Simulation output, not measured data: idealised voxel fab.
The following process module bears the name voxel quadruple lines.
The cross-section shown here is cut; it is 265 nm wide and divided into square cells measuring 5 nm on a side.
How to read a cross-section here: the picture is a grid of square cells, written as bands going from the top down, and any band can span one or more rows of cells. Band: top and bottom heights (nm) first, top before bottom; then materials from left to right, widths in nm. "full width" marks a sole material filling the band edge to edge. "empty" denotes empty space. Ref level 0: as-received wafer is one material below here. Bottom band extends down with no lower bound ("0 and below"). The notation "30..40" denotes a width that varies across the rows of cells in the band, beginning at the first number in the top row, finishing at the second number in the bottom row, and changing by an identical amount from each row to the next. "no modification" means the step left every cell of the cross-section as it was. "Entrapped void list": empty spaces of 8 cells or more with no open way to the top, each given as width x height at distance, distance from the left edge, all in nm. after a step's settings: what the simulator itself notes on the step. If you see "overlay nm" on a step's line and that step has a mask, it's telling you how far right of where it was planned the mask ended up; a negative number means it went left instead.

**Process steps foreseen in the plan**
1: op RECEIVE | material Si
2: op CONFORMAL_DEP | material Al2O3 | thk nm 5
3: op DIRECTIONAL_DEP | material Ru | thk nm 15
4: op DIRECTIONAL_DEP | material polySi | thk nm 20
5: op DIRECTIONAL_DEP | material aC | thk nm 20
6: op PATTERN | tone cover | mask id MANDREL | material resist | width nm 20 | thk nm 25 | overlay nm 0
7: op DIRECTIONAL_ETCH | etch materials aC | depth nm 20
8: op STRIP | etch materials resist
9: op CONFORMAL_DEP | material SiO2 | thk nm 10
10: op DIRECTIONAL_ETCH | etch materials SiO2 | depth nm 10
11: op STRIP | etch materials aC
12: op DIRECTIONAL_ETCH | etch materials polySi | depth nm 20
13: op STRIP | etch materials SiO2
14: op CONFORMAL_DEP | material SiN | thk nm 5
15: op DIRECTIONAL_ETCH | etch materials SiN | depth nm 5
16: op STRIP | etch materials polySi
17: op DIRECTIONAL_ETCH | etch materials Ru | depth nm 15
18: op STRIP | etch materials SiN

**Delivered wafer in cross-section: state after step 1**
- 0 and below = Si full width
- Entrapped void list: none

**first wafer at the end, as planned**
- 20 down to 5 = empty (105); Ru (5); empty (10); Ru (5); empty (10); Ru (5); empty (10); Ru (5); empty (110)
- 5 down to 0 = Al2O3 full width
- 0 and below = Si full width
- Entrapped void list: none

**Here's the second of our two wafers sectioned at module end. Same start as the first, same plan, but one mistake got made running it**
- 20 down to 5 = empty (100); Ru (5); empty (10); Ru (5); empty (10); Ru (5); empty (10); Ru (5); empty (115)
- 5 down to 0 = Al2O3 full width
- 0 and below = Si full width
- Entrapped void list: none
Plan not followed: the process deviated at step 6: the operation and settings actually run there were op PATTERN | tone cover | mask id MANDREL | material resist | width nm 20 | thk nm 25 | overlay nm -5
In the final comparison it is observed that the number of cells assigned to each material is identical for the two wafers, whereas their placement is not.
